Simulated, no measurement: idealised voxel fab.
Process module in this document: voxel trench capacitor
This is section cut - it's 175 nm across, gridded in 5 nm square cells.
Cross-section spec: square-cell grid; bands listed top down; each band is one or more rows. Within each band entry, the heights of the top and of the bottom of the band appear first, in that order and in nm; the materials of the band then follow from left to right, each with its corresponding width in nm. The designation "edge to edge" on a single material indicates that it fills the band from edge to edge; the designation "air" indicates empty space. Heads up on the height convention: 0 is the point under which the incoming wafer is all one material, and the lowest band has no bottom, it just keeps going down, like "0 down". Width spec "30..40" -> top row of cells at first value, bottom row at second value, equal per-row change in between. Where a step carries "no modification", the cross-section came out of it unchanged, cell for cell. Reported under the label "Sealed void list" are the empty spaces having no open way to the top and comprising 8 cells or more; the notation for each is width x height at distance, in which the distance is measured from the left edge and all three values are in nm. On a step's line, text after the settings is the simulator commenting on that step. Each step line may optionally specify "overlay nm", which for a step with a mask gives the rightward distance between the mask's planned place and where it lay, a negative value indicating the leftward direction.

[plan]
| 1 | RECEIVE with material Si |
| 2 | CONFORMAL_DEP with material SiN, thk nm 10 |
| 3 | PATTERN with tone open, mask id TRENCH, material resist, width nm 15, pitch nm 45, thk nm 15, overlay nm 0 |
| 4 | DIRECTIONAL_ETCH with etch materials SiN, depth nm 10 |
| 5 | DIRECTIONAL_ETCH with etch materials Si, depth nm 40 |
| 6 | STRIP with etch materials resist |
| 7 | CONFORMAL_DEP with material HfO2, thk nm 5 |
| 8 | CONFORMAL_DEP with material TiN, thk nm 5 |
| 9 | FILL_DEP with material W, thk nm 5 |
| 10 | CMP with height nm 10 |
varied across the wafers: width nm of step 3. The plan shows the first wafer's value. All wafers start alike

[The first of several wafers as received, shown in cross-section; this is its state after step 1]
- 0 down: Si edge to edge
- Sealed void list: none

[Below, a row for every wafer. Read it as the end-of-module picture: for each material the wafer shows its cells gained (+) or lost (-) since it was received, and then its closed voids]
width nm 15; +42 HfO2; -48 Si; +58 SiN; +18 TiN; Sealed void list: none
width nm 20; +44 HfO2; -64 Si; +54 SiN; +36 TiN; Sealed void list: none
width nm 25; +46 HfO2; -80 Si; +50 SiN; +38 TiN; +16 W; Sealed void list: none
width nm 30; +48 HfO2; -96 Si; +46 SiN; +40 TiN; +32 W; Sealed void list: none
